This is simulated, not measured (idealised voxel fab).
The process module that follows is named voxel ribs on slabs.
220 nm wide, 5 nm square cells: that's cross-section cut.
The cross-sections in this document take the form of a grid made of square cells. They are written out as bands, in order from top to bottom. Each band consists of one or more rows of cells. The band entry comprises the height of the band's top followed by the height of its bottom, expressed in nm, and subsequently the band's materials from left to right, each stated together with its width in nm. Where a single material is marked with the word "all across", that material fills the band from edge to edge. The word "empty" represents empty space. The reference from which all heights are counted is 0, the level beneath which the as-received wafer is entirely one material; the lowest band, having no lower bound, proceeds downward and is written after the example "0 down". Per-row width for "30->40": begins at first number (top row of band), ends at second number (bottom row), increment between rows held constant. Where the words "nothing altered" appear for a step, the cross-section shows no cell changed by that step; every cell remained as before. "closed voids": empty spaces of 8 cells or more with no open way to the top, each given as width x height at distance, distance from the left edge, all in nm. It should be noted that, on the line of a given step, the content following the step's settings is a remark produced by the simulator itself with respect to that step. Steps that use a mask can have "overlay nm" on their line. It says how far the mask sat to the right of where it was meant to be. Negative means to the left.
Planned process steps:
1,RECEIVE with material Si
2,DIRECTIONAL_DEP with material SiO2, thk nm 30
3,DIRECTIONAL_DEP with material polySi, thk nm 15
4,MASKED_ETCH with tone cover, mask id RIB, width nm 15, etch materials polySi, depth nm 10, overlay nm 0
5,MASKED_ETCH with tone cover, mask id SLAB, width nm 65, etch materials polySi, depth nm 5, overlay nm 0
6,FILL_DEP with material SiO2, thk nm 25
7,CMP with height nm 55
8,DIRECTIONAL_DEP with material TiN, thk nm 10
9,PATTERN with tone cover, mask id HEATER, material resist, width nm 25, thk nm 20, overlay nm 0
10,DIRECTIONAL_ETCH with etch materials TiN, depth nm 10
11,STRIP with etch materials resist
12,CONFORMAL_DEP with material SiO2, thk nm 5
Be aware that, although all wafers share a common starting state, the height nm at step 7 differs among them, and the plan displays the first wafer's value.
The first of several wafers, as received after step 1, seen in section:
> 0 down  Si all across
> closed voids: none
Cross-section of the first of several wafers once the module has run through its last step, step 12:
> 70 to 65  90 empty | 35 SiO2 | 95 empty
> 65 to 60  90 empty | 5 SiO2 | 25 TiN | 5 SiO2 | 95 empty
> 60 to 55  95 SiO2 | 25 TiN | 100 SiO2
> 55 to 45  SiO2 all across
> 45 to 35  100 SiO2 | 15 polySi | 105 SiO2
> 35 to 30  75 SiO2 | 65 polySi | 80 SiO2
> 30 to 0  SiO2 all across
> 0 down  Si all across
> closed voids: none
Last wafer, end of module, cross-section:
> 85 to 80  90 empty | 35 SiO2 | 95 empty
> 80 to 75  90 empty | 5 SiO2 | 25 TiN | 5 SiO2 | 95 empty
> 75 to 70  95 SiO2 | 25 TiN | 100 SiO2
> 70 to 45  SiO2 all across
> 45 to 35  100 SiO2 | 15 polySi | 105 SiO2
> 35 to 30  75 SiO2 | 65 polySi | 80 SiO2
> 30 to 0  SiO2 all across
> 0 down  Si all across
> closed voids: none
Tabulated below, wafer by wafer, are the end-of-module results: for each material, the number of cells gained (+) or lost (-) relative to the as-received state, followed by the closed voids:
height nm 55; +513 SiO2; +10 TiN; +19 polySi; closed voids: none
height nm 60; +557 SiO2; +10 TiN; +19 polySi; closed voids: none
height nm 65; +601 SiO2; +10 TiN; +19 polySi; closed voids: none
height nm 70; +645 SiO2; +10 TiN; +19 polySi; closed voids: none
